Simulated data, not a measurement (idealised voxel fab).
process module | voxel wiring stack
cross-section cut | 285 nm wide | cells 5 nm
A cross-section is a grid of square cells, given in bands from the top down. A band is one or more rows of cells.
Each band's line starts with the height of the band's top and of its bottom, in nm. Then come its materials from left to right, each with its width in nm. One material with "throughout" fills the band from edge to edge. "air" is empty space.
Height 0 is the level under which the wafer as received is all one material. The lowest band goes on downwards, as in "0 down".
A width such as "30 to 40" changes by the same amount from each row of cells to the next, from the band's top row to its bottom row.
"no change" after a step means that no cell of the cross-section changed.
closed voids: empty space of 8 cells or more with no open way to the top, each as width x height at its distance from the left edge, in nm
after a step's settings: what the simulator itself notes on the step
overlay nm, on a step with a mask: how far to the right of its planned place the mask lay; to the left if negative
plan
1 op RECEIVE | material Si
2 op CONFORMAL_DEP | material SiO2 | thk nm 15
3 op CONFORMAL_DEP | material SiCN | thk nm 5
4 op DIRECTIONAL_DEP | material lowk | thk nm 15
5 op DIRECTIONAL_DEP | material aC | thk nm 10
6 op PATTERN | tone open | mask id METAL_1 | material resist | width nm 20 | pitch nm 50 | thk nm 30 | overlay nm 0
7 op DIRECTIONAL_ETCH | etch materials aC | depth nm 10
8 op STRIP | etch materials resist
9 op DIRECTIONAL_ETCH | etch materials lowk | depth nm 15
10 op DIRECTIONAL_ETCH | etch materials SiCN | depth nm 5
11 op STRIP | etch materials aC
12 op CONFORMAL_DEP | material TiN | thk nm 5
13 op FILL_DEP | material Cu | thk nm 10
14 op CMP | height nm 35
15 op CONFORMAL_DEP | material SiCN | thk nm 5
16 op DIRECTIONAL_DEP | material lowk | thk nm 30
17 op PATTERN | tone open | mask id METAL_2_HOLES | material resist | width nm 15 | pitch nm 50 | thk nm 15 | overlay nm 0
18 op DIRECTIONAL_ETCH | etch materials lowk | depth nm 30
19 op STRIP | etch materials resist
20 op DIRECTIONAL_DEP | material aC | thk nm 15
21 op PATTERN | tone open | mask id METAL_2 | material resist | width nm 20 | pitch nm 50 | thk nm 35 | overlay nm 0
22 op DIRECTIONAL_ETCH | etch materials aC | depth nm 15
23 op STRIP | etch materials resist
24 op DIRECTIONAL_ETCH | etch materials lowk | depth nm 15
25 op DIRECTIONAL_ETCH | etch materials SiCN | depth nm 5
26 op STRIP | etch materials aC
27 op CONFORMAL_DEP | material TiN | thk nm 5
28 op FILL_DEP | material Cu | thk nm 5
29 op CMP | height nm 70
30 op CONFORMAL_DEP | material SiCN | thk nm 5
as received, after step 1
  0 down: Si throughout
  closed voids: none
first wafer at the end, as planned
  75 to 70: SiCN throughout
  70 to 60: lowk 80 | TiN 5 | Cu 10 | TiN 5 | lowk 30 | TiN 5 | Cu 10 | TiN 5 | lowk 30 | TiN 5 | Cu 10 | TiN 5 | lowk 85
  60 to 55: lowk 80 | TiN 5 | Cu 5 | TiN 10 | lowk 30 | TiN 5 | Cu 5 | TiN 10 | lowk 30 | TiN 5 | Cu 5 | TiN 10 | lowk 85
  55 to 40: lowk 80 | TiN 5 | Cu 5 | TiN 5 | lowk 35 | TiN 5 | Cu 5 | TiN 5 | lowk 35 | TiN 5 | Cu 5 | TiN 5 | lowk 90
  40 to 35: SiCN 80 | TiN 15 | SiCN 35 | TiN 15 | SiCN 35 | TiN 15 | SiCN 90
  35 to 20: lowk 80 | TiN 5 | Cu 10 | TiN 5 | lowk 30 | TiN 5 | Cu 10 | TiN 5 | lowk 30 | TiN 5 | Cu 10 | TiN 5 | lowk 85
  20 to 15: SiCN 80 | TiN 20 | SiCN 30 | TiN 20 | SiCN 30 | TiN 20 | SiCN 85
  15 to 0: SiO2 throughout
  0 down: Si throughout
  closed voids: none
second wafer at the end: like start, like plan, one mistake
  75 to 70: SiCN throughout
  70 to 60: lowk 80 | TiN 5 | Cu 20 | TiN 5 | lowk 20 | TiN 5 | Cu 20 | TiN 5 | lowk 20 | TiN 5 | Cu 20 | TiN 5 | lowk 75
  60 to 55: lowk 80 | TiN 5 | Cu 5 | TiN 20 | lowk 20 | TiN 5 | Cu 5 | TiN 20 | lowk 20 | TiN 5 | Cu 5 | TiN 20 | lowk 75
  55 to 45: lowk 80 | TiN 5 | Cu 5 | TiN 5 | lowk 35 | TiN 5 | Cu 5 | TiN 5 | lowk 35 | TiN 5 | Cu 5 | TiN 5 | lowk 90
  45 to 40: lowk 80 | TiN 15 | lowk 35 | TiN 15 | lowk 35 | TiN 15 | lowk 90
  40 to 35: SiCN 90 | TiN 5 | SiCN 45 | TiN 5 | SiCN 45 | TiN 5 | SiCN 90
  35 to 20: lowk 80 | TiN 5 | Cu 10 | TiN 5 | lowk 30 | TiN 5 | Cu 10 | TiN 5 | lowk 30 | TiN 5 | Cu 10 | TiN 5 | lowk 85
  20 to 15: SiCN 80 | TiN 20 | SiCN 30 | TiN 20 | SiCN 30 | TiN 20 | SiCN 85
  15 to 0: SiO2 throughout
  0 down: Si throughout
  closed voids: none
what went wrong: step 21 ran as: op PATTERN | tone open | mask id METAL_2 | material resist | width nm 20 | pitch nm 50 | thk nm 35 | overlay nm 10
at the end the second wafer has, in cells: 9 more of Cu | 6 more of SiCN | 3 more of TiN | 18 fewer of lowk
